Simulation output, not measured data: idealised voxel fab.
Herein follows the process module entitled voxel wiring stack.
230 nm wide, 5 nm square cells: that's cross-section cut.
The cross-sections in this document take the form of a grid made of square cells. They are written out as bands, in order from top to bottom. Each band consists of one or more rows of cells.
Read a band's entry like this: the first values are the height of its top and the height of its bottom in nm, and what follows is the sequence of materials from left to right, each with its width in nm. Note that "blank" is empty space, and that a single material marked "throughout" reaches across the band from edge to edge.
Height is counted from the level 0, under which the received wafer is composed throughout of one material. The lowest of the bands is not closed at the bottom but continues downward, in the notation "0 down".
You'd read "30..40" like this: the band's top row of cells is as wide as the first number, its bottom row is as wide as the second, and going down, every row changes width by the same amount as the row before did.
For the purposes of this document, the phrase "nothing changed" attached to a step denotes that no cell within the cross-section was modified by that step.
Closed empty spaces (no open way to the top) of 8 cells or more are what "Sealed voids" lists, each as width x height at distance from the left edge, nm for all three.
Where a step's line continues beyond its settings, the continuation is a remark by the simulator itself on that step.
A step line may carry the setting "overlay nm", which, for steps involving a mask, states the distance by which the mask lay to the right of its intended position; negative values denote displacement to the left.
INTENDED PROCESS STEPS
step 1: RECEIVE (material Si)
step 2: CONFORMAL_DEP (material SiO2; thk nm 10)
step 3: DIRECTIONAL_DEP (material TiN; thk nm 5)
step 4: DIRECTIONAL_DEP (material W; thk nm 20)
step 5: DIRECTIONAL_DEP (material aC; thk nm 10)
step 6: PATTERN (tone cover; mask id METAL_1; material resist; width nm 25; pitch nm 55; thk nm 30; overlay nm 0)
step 7: DIRECTIONAL_ETCH (etch materials aC; depth nm 10)
step 8: STRIP (etch materials resist)
step 9: DIRECTIONAL_ETCH (etch materials W; depth nm 20)
step 10: DIRECTIONAL_ETCH (etch materials TiN; depth nm 5)
step 11: STRIP (etch materials aC)
step 12: CONFORMAL_DEP (material SiN; thk nm 5)
step 13: FILL_DEP (material lowk; thk nm 5)
step 14: CMP (height nm 35)
step 15: CONFORMAL_DEP (material SiCN; thk nm 5)
step 16: DIRECTIONAL_DEP (material lowk; thk nm 30)
step 17: DIRECTIONAL_DEP (material aC; thk nm 15)
step 18: PATTERN (tone open; mask id METAL_2_HOLES; material resist; width nm 15; pitch nm 110; thk nm 35; overlay nm 0)
step 19: DIRECTIONAL_ETCH (etch materials aC; depth nm 15)
step 20: STRIP (etch materials resist)
step 21: DIRECTIONAL_ETCH (etch materials lowk; depth nm 30)
step 22: STRIP (etch materials aC)
step 23: DIRECTIONAL_DEP (material aC; thk nm 10)
step 24: PATTERN (tone open; mask id METAL_2; material resist; width nm 25; pitch nm 55; thk nm 25; overlay nm 0)
step 25: DIRECTIONAL_ETCH (etch materials aC; depth nm 10)
step 26: STRIP (etch materials resist)
step 27: DIRECTIONAL_ETCH (etch materials lowk; depth nm 20)
step 28: DIRECTIONAL_ETCH (etch materials SiCN; depth nm 5)
step 29: STRIP (etch materials aC)
step 30: CONFORMAL_DEP (material TiN; thk nm 5)
step 31: FILL_DEP (material Cu; thk nm 10)
step 32: CMP (height nm 70)
step 33: CONFORMAL_DEP (material SiCN; thk nm 5)
step 34: DIRECTIONAL_DEP (material SiO2; thk nm 30)
step 35: MASKED_ETCH (tone open; mask id METAL_3_HOLES; width nm 15; pitch nm 110; etch materials SiO2; depth nm 30; overlay nm 0)
step 36: PATTERN (tone open; mask id METAL_3; material resist; width nm 25; pitch nm 55; thk nm 15; overlay nm 0)
step 37: DIRECTIONAL_ETCH (etch materials SiO2; depth nm 15)
step 38: DIRECTIONAL_ETCH (etch materials SiCN; depth nm 5)
step 39: STRIP (etch materials resist)
step 40: CONFORMAL_DEP (material TiN; thk nm 5)
step 41: FILL_DEP (material Cu; thk nm 10)
step 42: CMP (height nm 105)
step 43: CONFORMAL_DEP (material SiCN; thk nm 5)
step 44: DIRECTIONAL_DEP (material SiO2; thk nm 15)
step 45: PATTERN (tone open; mask id PLUG_3; material resist; width nm 15; pitch nm 55; thk nm 15; overlay nm 0)
step 46: DIRECTIONAL_ETCH (etch materials SiO2; depth nm 15)
step 47: DIRECTIONAL_ETCH (etch materials SiCN; depth nm 5)
step 48: STRIP (etch materials resist)
step 49: EPI (material Ru; thk nm 10)
step 50: EPI (material Ru; thk nm 10)
step 51: DIRECTIONAL_DEP (material TiN; thk nm 5)
step 52: DIRECTIONAL_DEP (material Ru; thk nm 20)
step 53: DIRECTIONAL_DEP (material aC; thk nm 15)
step 54: PATTERN (tone cover; mask id METAL_4; material resist; width nm 25; pitch nm 55; thk nm 35; overlay nm 0)
step 55: DIRECTIONAL_ETCH (etch materials aC; depth nm 15)
step 56: STRIP (etch materials resist)
step 57: DIRECTIONAL_ETCH (etch materials Ru; depth nm 20)
step 58: DIRECTIONAL_ETCH (etch materials TiN; depth nm 5)
step 59: STRIP (etch materials aC)
step 60: CONFORMAL_DEP (material SiCN; thk nm 5)
step 61: FILL_DEP (material lowk; thk nm 5)
step 62: CMP (height nm 150)
step 63: CONFORMAL_DEP (material SiCN; thk nm 5)
WAFER CROSS-SECTION ON RECEIPT, I.E. AFTER STEP 1
    0 down  Si throughout
    Sealed voids: none
MODULE COMPLETE, CROSS-SECTION. STARTING POINT AND PLAN PER ABOVE. ONE MISTAKE MADE IN RUNNING THE MODULE
    155 to 150  SiCN throughout
    150 to 135  15 lowk, then 5 SiCN, then 25 Ru, then 5 SiCN, then 35 lowk, then 5 SiCN, then 10 Ru, then 5 SiCN, then 20 lowk, then 5 SiCN, then 25 Ru, then 5 SiCN, then 35 lowk, then 5 SiCN, then 10 Ru, then 5 SiCN, then 15 lowk
    135 to 130  15 lowk, then 5 SiCN, then 25 Ru, then 5 SiCN, then 20 lowk, then 20 SiCN, then 10 Ru, then 5 SiCN, then 20 lowk, then 5 SiCN, then 25 Ru, then 5 SiCN, then 20 lowk, then 20 SiCN, then 10 Ru, then 5 SiCN, then 15 lowk
    130 to 125  20 SiCN, then 25 TiN, then 30 SiCN, then 15 Ru, then 10 TiN, then 30 SiCN, then 25 TiN, then 30 SiCN, then 15 Ru, then 10 TiN, then 20 SiCN
    125 to 110  20 SiO2, then 15 Ru, then 40 SiO2, then 15 Ru, then 40 SiO2, then 15 Ru, then 40 SiO2, then 15 Ru, then 30 SiO2
    110 to 105  20 SiCN, then 15 Ru, then 40 SiCN, then 15 TiN, then 40 SiCN, then 15 Ru, then 40 SiCN, then 15 TiN, then 30 SiCN
    105 to 95  30 Cu, then 5 TiN, then 10 SiO2, then 5 TiN, then 20 Cu, then 5 TiN, then 25 SiO2, then 5 TiN, then 35 Cu, then 5 TiN, then 10 SiO2, then 5 TiN, then 20 Cu, then 5 TiN, then 25 SiO2, then 5 TiN, then 15 Cu
    95 to 90  25 TiN, then 5 Cu, then 5 TiN, then 10 SiO2, then 30 TiN, then 25 SiO2, then 35 TiN, then 5 Cu, then 5 TiN, then 10 SiO2, then 30 TiN, then 25 SiO2, then 20 TiN
    90 to 80  20 SiO2, then 5 TiN, then 5 Cu, then 5 TiN, then 95 SiO2, then 5 TiN, then 5 Cu, then 5 TiN, then 85 SiO2
    80 to 75  20 SiO2, then 15 TiN, then 95 SiO2, then 15 TiN, then 85 SiO2
    75 to 70  SiCN throughout
    70 to 55  20 lowk, then 5 TiN, then 15 Cu, then 5 TiN, then 30 lowk, then 5 TiN, then 15 Cu, then 5 TiN, then 30 lowk, then 5 TiN, then 15 Cu, then 5 TiN, then 30 lowk, then 5 TiN, then 15 Cu, then 5 TiN, then 20 lowk
    55 to 50  20 lowk, then 5 TiN, then 5 Cu, then 15 TiN, then 30 lowk, then 25 TiN, then 30 lowk, then 5 TiN, then 5 Cu, then 15 TiN, then 30 lowk, then 25 TiN, then 20 lowk
    50 to 40  20 lowk, then 5 TiN, then 5 Cu, then 5 TiN, then 95 lowk, then 5 TiN, then 5 Cu, then 5 TiN, then 85 lowk
    40 to 35  20 SiCN, then 15 TiN, then 95 SiCN, then 15 TiN, then 85 SiCN
    35 to 15  15 lowk, then 5 SiN, then 25 W, then 5 SiN, then 20 lowk, then 5 SiN, then 25 W, then 5 SiN, then 20 lowk, then 5 SiN, then 25 W, then 5 SiN, then 20 lowk, then 5 SiN, then 25 W, then 5 SiN, then 15 lowk
    15 to 10  20 SiN, then 25 TiN, then 30 SiN, then 25 TiN, then 30 SiN, then 25 TiN, then 30 SiN, then 25 TiN, then 20 SiN
    10 to 0  SiO2 throughout
    0 down  Si throughout
    Sealed voids: none
The mistake made against the process plan was this: so step 36 ended up running with a different setting than we planned, it ran as PATTERN (tone cover; mask id METAL_3; material resist; width nm 25; pitch nm 55; thk nm 15; overlay nm 0)
